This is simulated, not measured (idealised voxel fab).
Title: Process Module voxel self aligned contacts
We display cut, a cross-section 185 nm in width whose square cells are each 5 nm.
Cross-section spec: square-cell grid; bands listed top down; each band is one or more rows.
Basically the band line says how high the top is and how high the bottom is, in nm, and then what's in it from left to right, every material with its width in nm. Empty space shows up as "empty", and if a single material carries "throughout" it runs the full band edge to edge.
Height datum 0, below which the as-received substrate wafer is one material. Lowest band open at the bottom, running downward: "from 0 down".
With a width like "30..40", each row of cells in the band differs from the next by the same amount, the top row carrying the first number and the bottom row the second.
Where a step carries "stayed the same", the cross-section came out of it unchanged, cell for cell.
The label "Non-vented voids" introduces a list of the empty spaces, 8 cells or larger, that have no open way up to the top; each entry in it reads width x height at distance, where the distance is taken from the left edge and all three are stated in nm.
Whatever follows a step's settings on its line is a remark the simulator itself makes about that step.
On any step carrying a mask, the "overlay nm" setting, if present on the step's line, tells how far right of its planned place the mask lay; negative values point to the left.
Note on reading: below, each pair holds a cross-section from before one process step and one from after it; the one from after shows only down to the lowest band that changed. Beneath the pair, the step in between is stated along with its settings. The pairs can stem from different runs of this module on the same starting wafer. Where a pair's entry headed "before" says so, and only there, that pair continues from the pair above it.

**before**
  from 60 to 45 = empty 45 nm; resist 35 nm; empty 25 nm; resist 35 nm; empty 45 nm
  from 45 to 25 = empty 45 nm; SiN 35 nm; empty 25 nm; SiN 35 nm; empty 45 nm
  from 25 to 5 = empty 45 nm; polySi 35 nm; empty 25 nm; polySi 35 nm; empty 45 nm
  from 5 to 0 = SiO2 throughout
  from 0 down = Si throughout
  Non-vented voids: none

**Result of Step**
  from 45 to 25 = empty 45 nm; SiN 35 nm; empty 25 nm; SiN 35 nm; empty 45 nm
  Unchanged below 25.
  Non-vented voids: none
Between before and after, shown above: op STRIP | etch materials resist

before: per the after cross-section of the pair just above.

**Result of Step**
  from 50 to 25 = empty 40 nm; SiN 45 nm; empty 15 nm; SiN 45 nm; empty 40 nm
  from 25 to 10 = empty 40 nm; SiN 5 nm; polySi 35 nm; SiN 5 nm; empty 15 nm; SiN 5 nm; polySi 35 nm; SiN 5 nm; empty 40 nm
  from 10 to 5 = SiN 45 nm; polySi 35 nm; SiN 25 nm; polySi 35 nm; SiN 45 nm
  Unchanged below 5.
  Non-vented voids: none
Between before and after, shown above: op CONFORMAL_DEP | material SiN | thk nm 5

before: per the after cross-section of the pair just above.

**Result of Step**
  from 45 to 25 = empty 40 nm; SiN 45 nm; empty 15 nm; SiN 45 nm; empty 40 nm
  from 25 to 5 = empty 40 nm; SiN 5 nm; polySi 35 nm; SiN 5 nm; empty 15 nm; SiN 5 nm; polySi 35 nm; SiN 5 nm; empty 40 nm
  Unchanged below 5.
  Non-vented voids: none
Between before and after, shown above: op DIRECTIONAL_ETCH | etch materials SiN | depth nm 5

before: per the after cross-section of the pair just above.

**Result of Step**
  from 60 to 45 = SiO2 throughout
  from 45 to 25 = SiO2 40 nm; SiN 45 nm; SiO2 15 nm; SiN 45 nm; SiO2 40 nm
  from 25 to 5 = SiO2 40 nm; SiN 5 nm; polySi 35 nm; SiN 5 nm; SiO2 15 nm; SiN 5 nm; polySi 35 nm; SiN 5 nm; SiO2 40 nm
  Unchanged below 5.
  Non-vented voids: none
Between before and after, shown above: op FILL_DEP | material SiO2 | thk nm 15

before: per the after cross-section of the pair just above.

**Result of Step**
  from 50 to 45 = SiO2 throughout
  Unchanged below 45.
  Non-vented voids: none
Between before and after, shown above: op CMP | height nm 50

before: per the after cross-section of the pair just above.

**Result of Step**
  from 65 to 50 = resist 70 nm; empty 45 nm; resist 70 nm
  Unchanged below 50.
  Non-vented voids: none
Between before and after, shown above: op PATTERN | tone open | mask id CONTACT | material resist | width nm 45 | thk nm 15 | overlay nm 0

before: per the after cross-section of the pair just above.

**Result of Step**
  from 65 to 50 = resist 70 nm; empty 45 nm; resist 70 nm
  from 50 to 45 = SiO2 70 nm; empty 45 nm; SiO2 70 nm
  from 45 to 25 = SiO2 40 nm; SiN 45 nm; empty 15 nm; SiN 45 nm; SiO2 40 nm
  from 25 to 5 = SiO2 40 nm; SiN 5 nm; polySi 35 nm; SiN 5 nm; empty 15 nm; SiN 5 nm; polySi 35 nm; SiN 5 nm; SiO2 40 nm
  from 5 to 0 = SiO2 85 nm; empty 15 nm; SiO2 85 nm
  Unchanged below 0.
  Non-vented voids: none
Between before and after, shown above: op DIRECTIONAL_ETCH | etch materials SiO2 | depth nm 50

before: per the after cross-section of the pair just above.

**Result of Step**
  from 50 to 45 = SiO2 70 nm; empty 45 nm; SiO2 70 nm
  Unchanged below 45.
  Non-vented voids: none
Between before and after, shown above: op STRIP | etch materials resist

before: per the after cross-section of the pair just above.

**Result of Step**
  from 55 to 50 = TiN 75 nm; empty 35 nm; TiN 75 nm
  from 50 to 45 = SiO2 70 nm; TiN 20 nm; empty 5 nm; TiN 20 nm; SiO2 70 nm
  from 45 to 25 = SiO2 40 nm; SiN 45 nm; TiN 5 nm; empty 5 nm; TiN 5 nm; SiN 45 nm; SiO2 40 nm
  from 25 to 5 = SiO2 40 nm; SiN 5 nm; polySi 35 nm; SiN 5 nm; TiN 5 nm; empty 5 nm; TiN 5 nm; SiN 5 nm; polySi 35 nm; SiN 5 nm; SiO2 40 nm
  from 5 to 0 = SiO2 85 nm; TiN 15 nm; SiO2 85 nm
  Unchanged below 0.
  Non-vented voids: none
Between before and after, shown above: op CONFORMAL_DEP | material TiN | thk nm 5

before: per the after cross-section of the pair just above.

**Result of Step**
  from 60 to 55 = Ru throughout
  from 55 to 50 = TiN 75 nm; Ru 35 nm; TiN 75 nm
  from 50 to 45 = SiO2 70 nm; TiN 20 nm; Ru 5 nm; TiN 20 nm; SiO2 70 nm
  from 45 to 25 = SiO2 40 nm; SiN 45 nm; TiN 5 nm; Ru 5 nm; TiN 5 nm; SiN 45 nm; SiO2 40 nm
  from 25 to 5 = SiO2 40 nm; SiN 5 nm; polySi 35 nm; SiN 5 nm; TiN 5 nm; Ru 5 nm; TiN 5 nm; SiN 5 nm; polySi 35 nm; SiN 5 nm; SiO2 40 nm
  Unchanged below 5.
  Non-vented voids: none
Between before and after, shown above: op FILL_DEP | material Ru | thk nm 5

before: per the after cross-section of the pair just above.

**Result of Step**
  from 50 to 45 = SiO2 70 nm; TiN 20 nm; Ru 5 nm; TiN 20 nm; SiO2 70 nm
  Unchanged below 45.
  Non-vented voids: none
Between before and after, shown above: op CMP | height nm 50

before: per the after cross-section of the pair just above.

**Result of Step**
  from 55 to 50 = SiN throughout
  Unchanged below 50.
  Non-vented voids: none
Between before and after, shown above: op CONFORMAL_DEP | material SiN | thk nm 5

**before**
  from 45 to 25 = SiN throughout
  from 25 to 5 = polySi throughout
  from 5 to 0 = SiO2 throughout
  from 0 down = Si throughout
  Non-vented voids: none

**Result of Step**
  from 60 to 45 = empty 45 nm; resist 25 nm; empty 35 nm; resist 25 nm; empty 55 nm
  Unchanged below 45.
  Non-vented voids: none
Between before and after, shown above: op PATTERN | tone cover | mask id GATE | material resist | width nm 25 | pitch nm 60 | thk nm 15 | overlay nm -5

before: per the after cross-section of the pair just above.

**Result of Step**
  from 60 to 45 = empty 45 nm; resist 25 nm; empty 35 nm; resist 25 nm; empty 55 nm
  from 45 to 25 = empty 45 nm; SiN 25 nm; empty 35 nm; SiN 25 nm; empty 55 nm
  Unchanged below 25.
  Non-vented voids: none
Between before and after, shown above: op DIRECTIONAL_ETCH | etch materials SiN | depth nm 20

before: per the after cross-section of the pair just above.

**Result of Step**
  from 60 to 45 = empty 45 nm; resist 25 nm; empty 35 nm; resist 25 nm; empty 55 nm
  from 45 to 25 = empty 45 nm; SiN 25 nm; empty 35 nm; SiN 25 nm; empty 55 nm
  from 25 to 5 = empty 45 nm; polySi 25 nm; empty 35 nm; polySi 25 nm; empty 55 nm
  Unchanged below 5.
  Non-vented voids: none
Between before and after, shown above: op DIRECTIONAL_ETCH | etch materials polySi | depth nm 20

before: per the after cross-section of the pair just above.

**Result of Step**
  from 45 to 25 = empty 45 nm; SiN 25 nm; empty 35 nm; SiN 25 nm; empty 55 nm
  Unchanged below 25.
  Non-vented voids: none
Between before and after, shown above: op STRIP | etch materials resist

before: per the after cross-section of the pair just above.

**Result of Step**
  from 50 to 25 = empty 40 nm; SiN 35 nm; empty 25 nm; SiN 35 nm; empty 50 nm
  from 25 to 10 = empty 40 nm; SiN 5 nm; polySi 25 nm; SiN 5 nm; empty 25 nm; SiN 5 nm; polySi 25 nm; SiN 5 nm; empty 50 nm
  from 10 to 5 = SiN 45 nm; polySi 25 nm; SiN 35 nm; polySi 25 nm; SiN 55 nm
  Unchanged below 5.
  Non-vented voids: none
Between before and after, shown above: op CONFORMAL_DEP | material SiN | thk nm 5

before: per the after cross-section of the pair just above.

**Result of Step**
  from 45 to 25 = empty 40 nm; SiN 35 nm; empty 25 nm; SiN 35 nm; empty 50 nm
  from 25 to 5 = empty 40 nm; SiN 5 nm; polySi 25 nm; SiN 5 nm; empty 25 nm; SiN 5 nm; polySi 25 nm; SiN 5 nm; empty 50 nm
  Unchanged below 5.
  Non-vented voids: none
Between before and after, shown above: op DIRECTIONAL_ETCH | etch materials SiN | depth nm 5

before: per the after cross-section of the pair just above.

**Result of Step**
  from 60 to 45 = SiO2 throughout
  from 45 to 25 = SiO2 40 nm; SiN 35 nm; SiO2 25 nm; SiN 35 nm; SiO2 50 nm
  from 25 to 5 = SiO2 40 nm; SiN 5 nm; polySi 25 nm; SiN 5 nm; SiO2 25 nm; SiN 5 nm; polySi 25 nm; SiN 5 nm; SiO2 50 nm
  Unchanged below 5.
  Non-vented voids: none
Between before and after, shown above: op FILL_DEP | material SiO2 | thk nm 15

before: per the after cross-section of the pair just above.

**Result of Step**
  from 50 to 45 = SiO2 throughout
  Unchanged below 45.
  Non-vented voids: none
Between before and after, shown above: op CMP | height nm 50

before: per the after cross-section of the pair just above.

**Result of Step**
  from 65 to 50 = resist 70 nm; empty 45 nm; resist 70 nm
  Unchanged below 50.
  Non-vented voids: none
Between before and after, shown above: op PATTERN | tone open | mask id CONTACT | material resist | width nm 45 | thk nm 15 | overlay nm 0

before: per the after cross-section of the pair just above.

**Result of Step**
  from 65 to 50 = resist 70 nm; empty 45 nm; resist 70 nm
  from 50 to 45 = SiO2 70 nm; empty 45 nm; SiO2 70 nm
  from 45 to 25 = SiO2 40 nm; SiN 35 nm; empty 25 nm; SiN 35 nm; SiO2 50 nm
  from 25 to 5 = SiO2 40 nm; SiN 5 nm; polySi 25 nm; SiN 5 nm; empty 25 nm; SiN 5 nm; polySi 25 nm; SiN 5 nm; SiO2 50 nm
  from 5 to 0 = SiO2 75 nm; empty 25 nm; SiO2 85 nm
  Unchanged below 0.
  Non-vented voids: none
Between before and after, shown above: op DIRECTIONAL_ETCH | etch materials SiO2 | depth nm 50

before: per the after cross-section of the pair just above.

**Result of Step**
  from 50 to 45 = SiO2 70 nm; empty 45 nm; SiO2 70 nm
  Unchanged below 45.
  Non-vented voids: none
Between before and after, shown above: op STRIP | etch materials resist

before: per the after cross-section of the pair just above.

**Result of Step**
  from 55 to 50 = TiN 75 nm; empty 35 nm; TiN 75 nm
  from 50 to 45 = SiO2 70 nm; TiN 10 nm; empty 15 nm; TiN 20 nm; SiO2 70 nm
  from 45 to 25 = SiO2 40 nm; SiN 35 nm; TiN 5 nm; empty 15 nm; TiN 5 nm; SiN 35 nm; SiO2 50 nm
  from 25 to 5 = SiO2 40 nm; SiN 5 nm; polySi 25 nm; SiN 5 nm; TiN 5 nm; empty 15 nm; TiN 5 nm; SiN 5 nm; polySi 25 nm; SiN 5 nm; SiO2 50 nm
  from 5 to 0 = SiO2 75 nm; TiN 25 nm; SiO2 85 nm
  Unchanged below 0.
  Non-vented voids: none
Between before and after, shown above: op CONFORMAL_DEP | material TiN | thk nm 5

before: per the after cross-section of the pair just above.

**Result of Step**
  from 60 to 55 = Ru throughout
  from 55 to 50 = TiN 75 nm; Ru 35 nm; TiN 75 nm
  from 50 to 45 = SiO2 70 nm; TiN 10 nm; Ru 15 nm; TiN 20 nm; SiO2 70 nm
  from 45 to 25 = SiO2 40 nm; SiN 35 nm; TiN 5 nm; Ru 15 nm; TiN 5 nm; SiN 35 nm; SiO2 50 nm
  from 25 to 5 = SiO2 40 nm; SiN 5 nm; polySi 25 nm; SiN 5 nm; TiN 5 nm; Ru 15 nm; TiN 5 nm; SiN 5 nm; polySi 25 nm; SiN 5 nm; SiO2 50 nm
  Unchanged below 5.
  Non-vented voids: none
Between before and after, shown above: op FILL_DEP | material Ru | thk nm 5

before: per the after cross-section of the pair just above.

**Result of Step**
  from 50 to 45 = SiO2 70 nm; TiN 10 nm; Ru 15 nm; TiN 20 nm; SiO2 70 nm
  Unchanged below 45.
  Non-vented voids: none
Between before and after, shown above: op CMP | height nm 50

before: per the after cross-section of the pair just above.

**Result of Step**
  from 55 to 50 = SiN throughout
  Unchanged below 50.
  Non-vented voids: none
Between before and after, shown above: op CONFORMAL_DEP | material SiN | thk nm 5

**before**
  from 0 down = Si throughout
  Non-vented voids: none

**Result of Step**
  from 5 to 0 = SiN throughout
  Unchanged below 0.
  Non-vented voids: none
Between before and after, shown above: op CONFORMAL_DEP | material SiN | thk nm 5

before: per the after cross-section of the pair just above.

**Result of Step**
  from 25 to 5 = polySi throughout
  Unchanged below 5.
  Non-vented voids: none
Between before and after, shown above: op DIRECTIONAL_DEP | material polySi | thk nm 20

before: per the after cross-section of the pair just above.

**Result of Step**
  from 45 to 25 = SiN throughout
  Unchanged below 25.
  Non-vented voids: none
Between before and after, shown above: op DIRECTIONAL_DEP | material SiN | thk nm 20

before: per the after cross-section of the pair just above.

**Result of Step**
  from 60 to 45 = empty 50 nm; resist 25 nm; empty 35 nm; resist 25 nm; empty 50 nm
  Unchanged below 45.
  Non-vented voids: none
Between before and after, shown above: op PATTERN | tone cover | mask id GATE | material resist | width nm 25 | pitch nm 60 | thk nm 15 | overlay nm 0

before: per the after cross-section of the pair just above.

**Result of Step**
  from 60 to 45 = empty 50 nm; resist 25 nm; empty 35 nm; resist 25 nm; empty 50 nm
  from 45 to 25 = empty 50 nm; SiN 25 nm; empty 35 nm; SiN 25 nm; empty 50 nm
  Unchanged below 25.
  Non-vented voids: none
Between before and after, shown above: op DIRECTIONAL_ETCH | etch materials SiN | depth nm 20

before: per the after cross-section of the pair just above.

**Result of Step**
  from 60 to 45 = empty 50 nm; resist 25 nm; empty 35 nm; resist 25 nm; empty 50 nm
  from 45 to 25 = empty 50 nm; SiN 25 nm; empty 35 nm; SiN 25 nm; empty 50 nm
  from 25 to 5 = empty 50 nm; polySi 25 nm; empty 35 nm; polySi 25 nm; empty 50 nm
  Unchanged below 5.
  Non-vented voids: none
Between before and after, shown above: op DIRECTIONAL_ETCH | etch materials polySi | depth nm 20

before: per the after cross-section of the pair just above.

**Result of Step**
  from 45 to 25 = empty 50 nm; SiN 25 nm; empty 35 nm; SiN 25 nm; empty 50 nm
  Unchanged below 25.
  Non-vented voids: none
Between before and after, shown above: op STRIP | etch materials resist

before: per the after cross-section of the pair just above.

**Result of Step**
  from 50 to 25 = empty 45 nm; SiN 35 nm; empty 25 nm; SiN 35 nm; empty 45 nm
  from 25 to 10 = empty 45 nm; SiN 5 nm; polySi 25 nm; SiN 5 nm; empty 25 nm; SiN 5 nm; polySi 25 nm; SiN 5 nm; empty 45 nm
  from 10 to 5 = SiN 50 nm; polySi 25 nm; SiN 35 nm; polySi 25 nm; SiN 50 nm
  Unchanged below 5.
  Non-vented voids: none
Between before and after, shown above: op CONFORMAL_DEP | material SiN | thk nm 5

before: per the after cross-section of the pair just above.

**Result of Step**
  from 45 to 25 = empty 45 nm; SiN 35 nm; empty 25 nm; SiN 35 nm; empty 45 nm
  from 25 to 5 = empty 45 nm; SiN 5 nm; polySi 25 nm; SiN 5 nm; empty 25 nm; SiN 5 nm; polySi 25 nm; SiN 5 nm; empty 45 nm
  Unchanged below 5.
  Non-vented voids: none
Between before and after, shown above: op DIRECTIONAL_ETCH | etch materials SiN | depth nm 5

before: per the after cross-section of the pair just above.

**Result of Step**
  from 60 to 45 = SiO2 throughout
  from 45 to 25 = SiO2 45 nm; SiN 35 nm; SiO2 25 nm; SiN 35 nm; SiO2 45 nm
  from 25 to 5 = SiO2 45 nm; SiN 5 nm; polySi 25 nm; SiN 5 nm; SiO2 25 nm; SiN 5 nm; polySi 25 nm; SiN 5 nm; SiO2 45 nm
  Unchanged below 5.
  Non-vented voids: none
Between before and after, shown above: op FILL_DEP | material SiO2 | thk nm 15

before: per the after cross-section of the pair just above.

**Result of Step**
  from 50 to 45 = SiO2 throughout
  Unchanged below 45.
  Non-vented voids: none
Between before and after, shown above: op CMP | height nm 50

before: per the after cross-section of the pair just above.

**Result of Step**
  from 65 to 50 = resist 70 nm; empty 45 nm; resist 70 nm
  Unchanged below 50.
  Non-vented voids: none
Between before and after, shown above: op PATTERN | tone open | mask id CONTACT | material resist | width nm 45 | thk nm 15 | overlay nm 0

before: per the after cross-section of the pair just above.

**Result of Step**
  from 65 to 50 = resist 70 nm; empty 45 nm; resist 70 nm
  from 50 to 45 = SiO2 70 nm; empty 45 nm; SiO2 70 nm
  from 45 to 25 = SiO2 45 nm; SiN 35 nm; empty 25 nm; SiN 35 nm; SiO2 45 nm
  from 25 to 5 = SiO2 45 nm; SiN 5 nm; polySi 25 nm; SiN 5 nm; empty 25 nm; SiN 5 nm; polySi 25 nm; SiN 5 nm; SiO2 45 nm
  Unchanged below 5.
  Non-vented voids: none
Between before and after, shown above: op DIRECTIONAL_ETCH | etch materials SiO2 | depth nm 50

before: per the after cross-section of the pair just above.

**Result of Step**
  from 50 to 45 = SiO2 70 nm; empty 45 nm; SiO2 70 nm
  Unchanged below 45.
  Non-vented voids: none
Between before and after, shown above: op STRIP | etch materials resist

before: per the after cross-section of the pair just above.

**Result of Step**
  from 55 to 50 = TiN 75 nm; empty 35 nm; TiN 75 nm
  from 50 to 45 = SiO2 70 nm; TiN 15 nm; empty 15 nm; TiN 15 nm; SiO2 70 nm
  from 45 to 25 = SiO2 45 nm; SiN 35 nm; TiN 5 nm; empty 15 nm; TiN 5 nm; SiN 35 nm; SiO2 45 nm
  from 25 to 10 = SiO2 45 nm; SiN 5 nm; polySi 25 nm; SiN 5 nm; TiN 5 nm; empty 15 nm; TiN 5 nm; SiN 5 nm; polySi 25 nm; SiN 5 nm; SiO2 45 nm
  from 10 to 5 = SiO2 45 nm; SiN 5 nm; polySi 25 nm; SiN 5 nm; TiN 25 nm; SiN 5 nm; polySi 25 nm; SiN 5 nm; SiO2 45 nm
  Unchanged below 5.
  Non-vented voids: none
Between before and after, shown above: op CONFORMAL_DEP | material TiN | thk nm 5

before: per the after cross-section of the pair just above.

**Result of Step**
  from 60 to 55 = Ru throughout
  from 55 to 50 = TiN 75 nm; Ru 35 nm; TiN 75 nm
  from 50 to 45 = SiO2 70 nm; TiN 15 nm; Ru 15 nm; TiN 15 nm; SiO2 70 nm
  from 45 to 25 = SiO2 45 nm; SiN 35 nm; TiN 5 nm; Ru 15 nm; TiN 5 nm; SiN 35 nm; SiO2 45 nm
  from 25 to 10 = SiO2 45 nm; SiN 5 nm; polySi 25 nm; SiN 5 nm; TiN 5 nm; Ru 15 nm; TiN 5 nm; SiN 5 nm; polySi 25 nm; SiN 5 nm; SiO2 45 nm
  Unchanged below 10.
  Non-vented voids: none
Between before and after, shown above: op FILL_DEP | material Ru | thk nm 5

before: per the after cross-section of the pair just above.

**Result of Step**
  from 50 to 45 = SiO2 70 nm; TiN 15 nm; Ru 15 nm; TiN 15 nm; SiO2 70 nm
  Unchanged below 45.
  Non-vented voids: none
Between before and after, shown above: op CMP | height nm 50

before: per the after cross-section of the pair just above.

**Result of Step**
  from 55 to 50 = SiN throughout
  Unchanged below 50.
  Non-vented voids: none
Between before and after, shown above: op CONFORMAL_DEP | material SiN | thk nm 5

**before**
  from 45 to 25 = SiN throughout
  from 25 to 5 = polySi throughout
  from 5 to 0 = SiO2 throughout
  from 0 down = Si throughout
  Non-vented voids: none

**Result of Step**
  from 60 to 45 = resist 50 nm; empty 25 nm; resist 35 nm; empty 25 nm; resist 50 nm
  Unchanged below 45.
  Non-vented voids: none
Between before and after, shown above: op PATTERN | tone open | mask id GATE | material resist | width nm 25 | pitch nm 60 | thk nm 15 | overlay nm 0

before: per the after cross-section of the pair just above.

**Result of Step**
  from 60 to 45 = resist 50 nm; empty 25 nm; resist 35 nm; empty 25 nm; resist 50 nm
  from 45 to 25 = SiN 50 nm; empty 25 nm; SiN 35 nm; empty 25 nm; SiN 50 nm
  Unchanged below 25.
  Non-vented voids: none
Between before and after, shown above: op DIRECTIONAL_ETCH | etch materials SiN | depth nm 20

before: per the after cross-section of the pair just above.

**Result of Step**
  from 60 to 45 = resist 50 nm; empty 25 nm; resist 35 nm; empty 25 nm; resist 50 nm
  from 45 to 25 = SiN 50 nm; empty 25 nm; SiN 35 nm; empty 25 nm; SiN 50 nm
  from 25 to 5 = polySi 50 nm; empty 25 nm; polySi 35 nm; empty 25 nm; polySi 50 nm
  Unchanged below 5.
  Non-vented voids: none
Between before and after, shown above: op DIRECTIONAL_ETCH | etch materials polySi | depth nm 20

before: per the after cross-section of the pair just above.

**Result of Step**
  from 45 to 25 = SiN 50 nm; empty 25 nm; SiN 35 nm; empty 25 nm; SiN 50 nm
  Unchanged below 25.
  Non-vented voids: none
Between before and after, shown above: op STRIP | etch materials resist

before: per the after cross-section of the pair just above.

**Result of Step**
  from 50 to 25 = SiN 55 nm; empty 15 nm; SiN 45 nm; empty 15 nm; SiN 55 nm
  from 25 to 10 = polySi 50 nm; SiN 5 nm; empty 15 nm; SiN 5 nm; polySi 35 nm; SiN 5 nm; empty 15 nm; SiN 5 nm; polySi 50 nm
  from 10 to 5 = polySi 50 nm; SiN 25 nm; polySi 35 nm; SiN 25 nm; polySi 50 nm
  Unchanged below 5.
  Non-vented voids: none
Between before and after, shown above: op CONFORMAL_DEP | material SiN | thk nm 5

before: per the after cross-section of the pair just above.

**Result of Step**
  from 45 to 25 = SiN 55 nm; empty 15 nm; SiN 45 nm; empty 15 nm; SiN 55 nm
  from 25 to 5 = polySi 50 nm; SiN 5 nm; empty 15 nm; SiN 5 nm; polySi 35 nm; SiN 5 nm; empty 15 nm; SiN 5 nm; polySi 50 nm
  Unchanged below 5.
  Non-vented voids: none
Between before and after, shown above: op DIRECTIONAL_ETCH | etch materials SiN | depth nm 5

before: per the after cross-section of the pair just above.

**Result of Step**
  from 60 to 45 = SiO2 throughout
  from 45 to 25 = SiN 55 nm; SiO2 15 nm; SiN 45 nm; SiO2 15 nm; SiN 55 nm
  from 25 to 5 = polySi 50 nm; SiN 5 nm; SiO2 15 nm; SiN 5 nm; polySi 35 nm; SiN 5 nm; SiO2 15 nm; SiN 5 nm; polySi 50 nm
  Unchanged below 5.
  Non-vented voids: none
Between before and after, shown above: op FILL_DEP | material SiO2 | thk nm 15

before: per the after cross-section of the pair just above.

**Result of Step**
  from 50 to 45 = SiO2 throughout
  Unchanged below 45.
  Non-vented voids: none
Between before and after, shown above: op CMP | height nm 50

before: per the after cross-section of the pair just above.

**Result of Step**
  from 65 to 50 = resist 70 nm; empty 45 nm; resist 70 nm
  Unchanged below 50.
  Non-vented voids: none
Between before and after, shown above: op PATTERN | tone open | mask id CONTACT | material resist | width nm 45 | thk nm 15 | overlay nm 0

before: per the after cross-section of the pair just above.

**Result of Step**
  from 65 to 50 = resist 70 nm; empty 45 nm; resist 70 nm
  from 50 to 45 = SiO2 70 nm; empty 45 nm; SiO2 70 nm
  Unchanged below 45.
  Non-vented voids: none
Between before and after, shown above: op DIRECTIONAL_ETCH | etch materials SiO2 | depth nm 50

before: per the after cross-section of the pair just above.

**Result of Step**
  from 50 to 45 = SiO2 70 nm; empty 45 nm; SiO2 70 nm
  Unchanged below 45.
  Non-vented voids: none
Between before and after, shown above: op STRIP | etch materials resist

before: per the after cross-section of the pair just above.

**Result of Step**
  from 55 to 50 = TiN 75 nm; empty 35 nm; TiN 75 nm
  from 50 to 45 = SiO2 70 nm; TiN 45 nm; SiO2 70 nm
  Unchanged below 45.
  Non-vented voids: none
Between before and after, shown above: op CONFORMAL_DEP | material TiN | thk nm 5

before: per the after cross-section of the pair just above.

**Result of Step**
  from 60 to 55 = Ru throughout
  from 55 to 50 = TiN 75 nm; Ru 35 nm; TiN 75 nm
  Unchanged below 50.
  Non-vented voids: none
Between before and after, shown above: op FILL_DEP | material Ru | thk nm 5

before: per the after cross-section of the pair just above.

**Result of Step**
  from 50 to 45 = SiO2 70 nm; TiN 45 nm; SiO2 70 nm
  Unchanged below 45.
  Non-vented voids: none
Between before and after, shown above: op CMP | height nm 50

before: per the after cross-section of the pair just above.

**Result of Step**
  from 55 to 50 = SiN throughout
  Unchanged below 50.
  Non-vented voids: none
Between before and after, shown above: op CONFORMAL_DEP | material SiN | thk nm 5
